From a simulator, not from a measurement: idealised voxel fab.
The name of this process module is voxel self aligned contacts.
Pictured: cross-section cut, 215 nm wide, on a grid of 5 nm square cells.
For the purposes of this document, a cross-section shall be understood as a grid of square cells, specified as bands listed in top-to-bottom order, each band consisting of one or more rows of cells.
Band: top and bottom heights (nm) first, top before bottom; then materials from left to right, widths in nm. "all across" marks a sole material filling the band edge to edge. "empty" denotes empty space.
Beneath 0, the wafer as received is one material, and that level is where height counting begins. The lowest band goes on downward without a bottom; it is written like "0..down".
Width: "30->40" (first number = top row, second number = bottom row, same change from row to row of cells).
The designation "remained the same", where it is given for a processing step, indicates that no cell of the cross-section was altered in the course of that step.
"Enclosed empty spaces" enumerates empty spaces isolated from the top, with no open way to it, that contain at least 8 cells, giving each as width x height at distance from the left edge, all three in nm.
Whatever follows a step's settings on its line is a remark the simulator itself makes about that step.
overlay nm: mask right of planned place by this much (step with mask). Neg. = left.

**Below is the list of planned process steps**
step 1: op RECEIVE | material Si
step 2: op OXIDIZE | depth nm 5
step 3: op DIRECTIONAL_DEP | material polySi | thk nm 20
step 4: op DIRECTIONAL_DEP | material SiN | thk nm 20
step 5: op MASKED_ETCH | tone cover | mask id GATE | width nm 30 | pitch nm 55 | etch materials SiN | depth nm 20 | overlay nm 0
step 6: op MASKED_ETCH | tone cover | mask id GATE | width nm 30 | pitch nm 55 | etch materials polySi | depth nm 20 | overlay nm 0
step 7: op CONFORMAL_DEP | material SiN | thk nm 5
step 8: op DIRECTIONAL_ETCH | etch materials SiN | depth nm 5
step 9: op FILL_DEP | material SiO2 | thk nm 15
step 10: op CMP | height nm 50
step 11: op MASKED_ETCH | tone open | mask id CONTACT | width nm 35 | etch materials SiO2 | depth nm 55 | overlay nm 0
step 12: op CONFORMAL_DEP | material TiN | thk nm 5
step 13: op FILL_DEP | material Ru | thk nm 10
step 14: op CMP | height nm 50
step 15: op CONFORMAL_DEP | material SiCN | thk nm 5

**as received, after step 1**
0..down | Si all across
Enclosed empty spaces: none

**a wafer at the end: this start, this plan, one mistake**
55..50 | SiCN all across
50..40 | SiO2 (90) / TiN (5->15) / Ru (25->5) / TiN (5->15) / SiO2 (90)
40..25 | SiO2 (60) / SiN (40) / TiN (5) / Ru (5) / TiN (5) / SiN (40) / SiO2 (60)
25..20 | SiO2 (60) / SiN (40) / TiN (15) / SiN (40) / SiO2 (60)
20..0 | SiO2 (60) / SiN (5) / polySi (40) / SiN (5) / TiN (5) / SiN (5) / polySi (40) / SiN (5) / SiO2 (50)
0..-5 | SiO2 (110) / TiN (5) / SiO2 (100)
-5..down | Si all across
Enclosed empty spaces: none
Heads up, the wafer didn't run the way we planned it: not per plan at step 6, really ran op MASKED_ETCH | tone cover | mask id GATE | width nm 30 | pitch nm 55 | etch materials polySi | depth nm 20 | overlay nm 10
